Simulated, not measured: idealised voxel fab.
Process module in this document: voxel lift off
The cross-section shown here is cut; it is 295 nm wide and divided into square cells measuring 5 nm on a side.
If you're reading a cross-section in this doc, picture square cells in a grid; it comes to you as bands, top ones listed first down to the bottom, and a band can be one or more rows of cells.
Basically the band line says how high the top is and how high the bottom is, in nm, and then what's in it from left to right, every material with its width in nm. Empty space shows up as "air", and if a single material carries "throughout" it runs the full band edge to edge.
Height 0 is the level under which the wafer as received is all one material. The lowest band goes on downwards, as in "0 -> down".
Per-row width for "30->40": begins at first number (top row of band), ends at second number (bottom row), increment between rows held constant.
"remained the same" for a step: no cell of the cross-section changed in that step.
The list in "Encapsulated voids" covers empty spaces of 8 cells or more that cannot reach the top through any open way, and it gives each as width x height at distance; the distance is from the left edge, and width, height and distance are in nm.
Anything after a step's settings on that line? It's the simulator's own note about the step.
overlay nm: mask offset rightward from planned place, masked step; negative means leftward offset.
# Process steps - plan
step 1: RECEIVE,material Si
step 2: CONFORMAL_DEP,material SiN,thk nm 10
step 3: PATTERN,tone open,mask id LINES,material resist,width nm 25,pitch nm 50,thk nm 30,overlay nm 0
step 4: DIRECTIONAL_DEP,material Ru,thk nm 15
step 5: STRIP,etch materials resist
step 6: CONFORMAL_DEP,material SiN,thk nm 5
# Cross-section of the wafer at receipt, which is the condition after step 1
> 0 -> down | Si throughout
> Encapsulated voids: none
# As-planned run: cross-section of the first of two wafers at end of module
> 30 -> 25 | air (80), then SiN (35), then air (15), then SiN (35), then air (15), then SiN (35), then air (80)
> 25 -> 15 | air (80), then SiN (5), then Ru (25), then SiN (5), then air (15), then SiN (5), then Ru (25), then SiN (5), then air (15), then SiN (5), then Ru (25), then SiN (5), then air (80)
> 15 -> 10 | SiN (85), then Ru (25), then SiN (25), then Ru (25), then SiN (25), then Ru (25), then SiN (85)
> 10 -> 0 | SiN throughout
> 0 -> down | Si throughout
> Encapsulated voids: none
# Cross-section of the latter of the two wafers at module completion. It had an identical start and an identical plan to the former; in running it, one mistake was made
> 25 -> 20 | air (80), then SiN (35), then air (15), then SiN (35), then air (15), then SiN (35), then air (80)
> 20 -> 15 | air (80), then SiN (5), then Ru (25), then SiN (5), then air (15), then SiN (5), then Ru (25), then SiN (5), then air (15), then SiN (5), then Ru (25), then SiN (5), then air (80)
> 15 -> 10 | SiN (85), then Ru (25), then SiN (25), then Ru (25), then SiN (25), then Ru (25), then SiN (85)
> 10 -> 0 | SiN throughout
> 0 -> down | Si throughout
> Encapsulated voids: none
Misprocessing identified: the process deviated at step 4: the operation and settings actually run there were DIRECTIONAL_DEP,material Ru,thk nm 10
Bottom line after processing is that, in cells, the second wafer is up or down on some materials versus the first: Ru -15; SiN -6
